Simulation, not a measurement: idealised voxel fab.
voxel local oxidation: a process module
165 nm wide, 5 nm square cells: that's cross-section cut.
When this document writes out a cross-section, it uses a grid of square cells and lists it as bands, beginning at the top and moving down, with a band standing for one or more rows of cells.
First you get the band's top height and its bottom height, in nm, and then the materials it's made of, left to right, with each width in nm. If you see a single material with "full width", that one covers the band edge to edge. "blank" is empty space.
Height 0 is the level under which the wafer as received is all one material. The lowest band goes on downwards, as in "from 0 down".
The two numbers in a width such as "30->40" mark its ends across the band: the first belongs to the top row of cells, the second to the bottom row, and from each row to the next the width moves by the same amount.
Key: "no alteration" - step with no changed cell in the cross-section.
What "Unvented internal voids" gives you is every empty space of 8 cells or more that is cut off from the top. Each appears as width x height at distance, with the distance taken from the left edge and width, height and distance all in nm.
Anything after a step's settings on that line? It's the simulator's own note about the step.
The "overlay nm" setting may appear on a step's line; for a step that uses a mask, it gives how far to the right of its planned position the mask lay, and a negative value indicates the left.
## The steps planned for the process are as follows
1 RECEIVE (material Si)
2 OXIDIZE (depth nm 5)
3 CONFORMAL_DEP (material SiN; thk nm 10)
4 MASKED_ETCH (tone cover; mask id ACTIVE; width nm 110; etch materials SiN; depth nm 10; overlay nm 0)
5 SELECTIVE_ETCH (etch materials SiO2; depth nm 5)
6 OXIDIZE (depth nm 15)
7 STRIP (etch materials SiN)
## First wafer out of two, processed as planned
## Here's what the wafer looked like in cross-section when it arrived - that's after step 1
  from 0 down | Si full width
  Unvented internal voids: none
## State of the wafer after step 2, shown in cross-section
  from 0 to -5 | SiO2 full width
  Under -5: no change, same as before.
## State of the wafer after step 3, shown in cross-section
  from 10 to 0 | SiN full width
  Under 0: no change, same as before.
## State of the wafer after step 4, shown in cross-section
  from 10 to 0 | 25 nm blank, then 110 nm SiN, then 30 nm blank
  Under 0: no change, same as before.
## State of the wafer after step 5, shown in cross-section
  from 10 to 0 | 25 nm blank, then 110 nm SiN, then 30 nm blank
  from 0 to -5 | 30 nm blank, then 100 nm SiO2, then 35 nm blank
  Under -5: no change, same as before.
## State of the wafer after step 6, shown in cross-section
  from 10 to 0 | 25 nm blank, then 110 nm SiN, then 30 nm blank
  from 0 to -5 | 30 nm blank, then 100 nm SiO2, then 35 nm blank
  from -5 to -20 | 45 nm SiO2, then 70 nm Si, then 50 nm SiO2
  Under -20: no change, same as before.
## State of the wafer after step 7, shown in cross-section
  from 0 to -5 | 30 nm blank, then 100 nm SiO2, then 35 nm blank
  Under -5: no change, same as before.
## Notes, second wafer: start = first wafer's, plan = first wafer's, execution had one mistake; history identical to first through step 5
## The second wafer in cross-section, at the planned close of step 6
  from 0 to -5 | 30 nm blank, then 100 nm SiO2, then 35 nm blank
  Under -5: no change, same as before.
## The second wafer in cross-section, at the planned close of step 7
  from 0 to -5 | 30 nm blank, then 100 nm SiO2, then 35 nm blank
  from -5 to -20 | 45 nm SiO2, then 70 nm Si, then 50 nm SiO2
  Under -20: no change, same as before.
It is concluded that the wafer was processed incorrectly with respect to the plan, in that transposition of steps 6 and 7 relative to the planned sequence
Final cross-sections of the two wafers are identical, so the mistake has no effect on what this model computes.
